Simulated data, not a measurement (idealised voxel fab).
process module | voxel spacer lines
cross-section cut | 230 nm wide | cells 5 nm
A cross-section is a grid of square cells, given in bands from the top down. A band is one or more rows of cells.
Each band's line starts with the height of the band's top and of its bottom, in nm. Then come its materials from left to right, each with its width in nm. One material with "throughout" fills the band from edge to edge. "air" is empty space.
Height 0 is the level under which the wafer as received is all one material. The lowest band goes on downwards, as in "0 down".
A width such as "30 to 40" changes by the same amount from each row of cells to the next, from the band's top row to its bottom row.
"no change" after a step means that no cell of the cross-section changed.
closed voids: empty space of 8 cells or more with no open way to the top, each as width x height at its distance from the left edge, in nm
after a step's settings: what the simulator itself notes on the step
overlay nm, on a step with a mask: how far to the right of its planned place the mask lay; to the left if negative
plan
1 op RECEIVE | material Si
2 op CONFORMAL_DEP | material SiO2 | thk nm 5
3 op DIRECTIONAL_DEP | material polySi | thk nm 10
4 op DIRECTIONAL_DEP | material aC | thk nm 20
5 op PATTERN | tone cover | mask id MANDREL | material resist | width nm 20 | pitch nm 70 | thk nm 25 | overlay nm -15
6 op DIRECTIONAL_ETCH | etch materials aC | depth nm 20
7 op STRIP | etch materials resist
8 op CONFORMAL_DEP | material SiN | thk nm 15
9 op DIRECTIONAL_ETCH | etch materials SiN | depth nm 15
10 op STRIP | etch materials aC
11 op DIRECTIONAL_ETCH | etch materials polySi | depth nm 10
12 op STRIP | etch materials SiN
13 op FILL_DEP | material lowk | thk nm 10
14 op CMP | height nm 15
varied across the wafers: overlay nm of step 5. The plan shows the first wafer's value. All wafers start alike
first wafer as received, after step 1
  0 down: Si throughout
  closed voids: none
each wafer at the end: cells of each material gained (+) or lost (-) since it was received, then its closed voids
overlay nm -15 | +46 SiO2 | +68 lowk | +24 polySi | closed voids: none
overlay nm -10 | +46 SiO2 | +68 lowk | +24 polySi | closed voids: none
overlay nm -5 | +46 SiO2 | +68 lowk | +24 polySi | closed voids: none
overlay nm 0 | +46 SiO2 | +68 lowk | +24 polySi | closed voids: none
overlay nm 5 | +46 SiO2 | +68 lowk | +24 polySi | closed voids: none
overlay nm 10 | +46 SiO2 | +68 lowk | +24 polySi | closed voids: none
overlay nm 15 | +46 SiO2 | +68 lowk | +24 polySi | closed voids: none
